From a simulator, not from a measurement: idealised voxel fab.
Module name: voxel air gaps (process module)
Section shown: cut. Width: 265 nm. Cell size: 5 nm, square.
Bands, listed from the top down, are how a cross-section gets written in this document; the cross-section itself is a grid of square cells, and a band is one or more rows of them. Basically the band line says how high the top is and how high the bottom is, in nm, and then what's in it from left to right, every material with its width in nm. Empty space shows up as "empty", and if a single material carries "edge to edge" it runs the full band edge to edge. Convention: height 0 is the level below which the wafer, as received, is all one material. The lowest band does not terminate at the bottom but continues downward, represented as "z 0 and below". The expression "30->40" gives the width at the extremes of the band, the first number at its top row of cells and the second at its bottom row, with the width changing by equal amounts from each row to the next in between. It should be understood that the words "nothing changed", when stated for a given step, signify that the cross-section underwent no change in any of its cells during that step. Voids not open to the top, 8 cells minimum: see "Voids, fully enclosed". Written width x height at distance; distance is from the left edge; nm. That trailing text on a step's line, after the settings, is the simulator's own remark on the step. "overlay nm" on a masked step: distance the mask lay right of its planned place, negative for left.
**Process steps (planned)**
1: RECEIVE [material Si]
2: CONFORMAL_DEP [material SiO2] [thk nm 10]
3: CONFORMAL_DEP [material SiN] [thk nm 5]
4: DIRECTIONAL_DEP [material lowk] [thk nm 30]
5: PATTERN [tone open] [mask id LINES] [material resist] [width nm 25] [pitch nm 50] [thk nm 15] [overlay nm 0]
6: DIRECTIONAL_ETCH [etch materials lowk] [depth nm 30]
7: STRIP [etch materials resist]
8: CONFORMAL_DEP [material TiN] [thk nm 5]
9: FILL_DEP [material Ru] [thk nm 10]
10: CMP [height nm 45]
11: EPI [material Ru] [thk nm 10]
12: SELECTIVE_ETCH [etch materials lowk] [depth nm 40]
13: CONFORMAL_DEP [material SiCN] [thk nm 5]
**As-received wafer cross-section (after step 1)**
- z 0 and below  Si edge to edge
- Voids, fully enclosed: none
**Sectioned view, first of two wafers, at the close of the module, processed as intended in the plan**
- z 60 to 55  30 empty | 205 SiCN | 30 empty
- z 55 to 45  30 empty | 5 SiCN | 45 Ru | 5 SiCN | 45 Ru | 5 SiCN | 45 Ru | 5 SiCN | 45 Ru | 5 SiCN | 30 empty
- z 45 to 40  30 empty | 15 SiCN | 5 TiN | 15 Ru | 5 TiN | 25 SiCN | 5 TiN | 15 Ru | 5 TiN | 25 SiCN | 5 TiN | 15 Ru | 5 TiN | 25 SiCN | 5 TiN | 15 Ru | 5 TiN | 15 SiCN | 30 empty
- z 40 to 20  40 empty | 5 SiCN | 5 TiN | 15 Ru | 5 TiN | 5 SiCN | 15 empty | 5 SiCN | 5 TiN | 15 Ru | 5 TiN | 5 SiCN | 15 empty | 5 SiCN | 5 TiN | 15 Ru | 5 TiN | 5 SiCN | 15 empty | 5 SiCN | 5 TiN | 15 Ru | 5 TiN | 5 SiCN | 40 empty
- z 20 to 15  45 SiCN | 25 TiN | 25 SiCN | 25 TiN | 25 SiCN | 25 TiN | 25 SiCN | 25 TiN | 45 SiCN
- z 15 to 10  SiN edge to edge
- z 10 to 0  SiO2 edge to edge
- z 0 and below  Si edge to edge
- Voids, fully enclosed: 15 x 20 at 75; 15 x 20 at 125; 15 x 20 at 175
**Here's the second of our two wafers sectioned at module end. Same start as the first, same plan, but one mistake got made running it**
- z 60 to 55  30 empty | 205 SiCN | 30 empty
- z 55 to 45  30 empty | 5 SiCN | 45 Ru | 5 SiCN | 45 Ru | 5 SiCN | 45 Ru | 5 SiCN | 45 Ru | 5 SiCN | 30 empty
- z 45 to 40  30 empty | 15 SiCN | 5 TiN | 15 Ru | 5 TiN | 25 SiCN | 5 TiN | 15 Ru | 5 TiN | 25 SiCN | 5 TiN | 15 Ru | 5 TiN | 25 SiCN | 5 TiN | 15 Ru | 5 TiN | 15 SiCN | 30 empty
- z 40 to 20  40 empty | 5 SiCN | 5 TiN | 15 Ru | 5 TiN | 5 SiCN | 15 empty | 5 SiCN | 5 TiN | 15 Ru | 5 TiN | 5 SiCN | 15 empty | 5 SiCN | 5 TiN | 15 Ru | 5 TiN | 5 SiCN | 15 empty | 5 SiCN | 5 TiN | 15 Ru | 5 TiN | 5 SiCN | 40 empty
- z 20 to 15  45 SiCN | 25 TiN | 25 SiCN | 25 TiN | 25 SiCN | 25 TiN | 25 SiCN | 25 TiN | 45 SiCN
- z 15 to 5  SiO2 edge to edge
- z 5 to 0  SiN edge to edge
- z 0 and below  Si edge to edge
- Voids, fully enclosed: 15 x 20 at 75; 15 x 20 at 125; 15 x 20 at 175
Finding, execution versus plan: the executed order of steps 2 and 3 is the reverse of that specified in the plan, each step having taken the other's position
At the close, every material occupies the same number of cells on the second wafer as on the first, only in different positions.
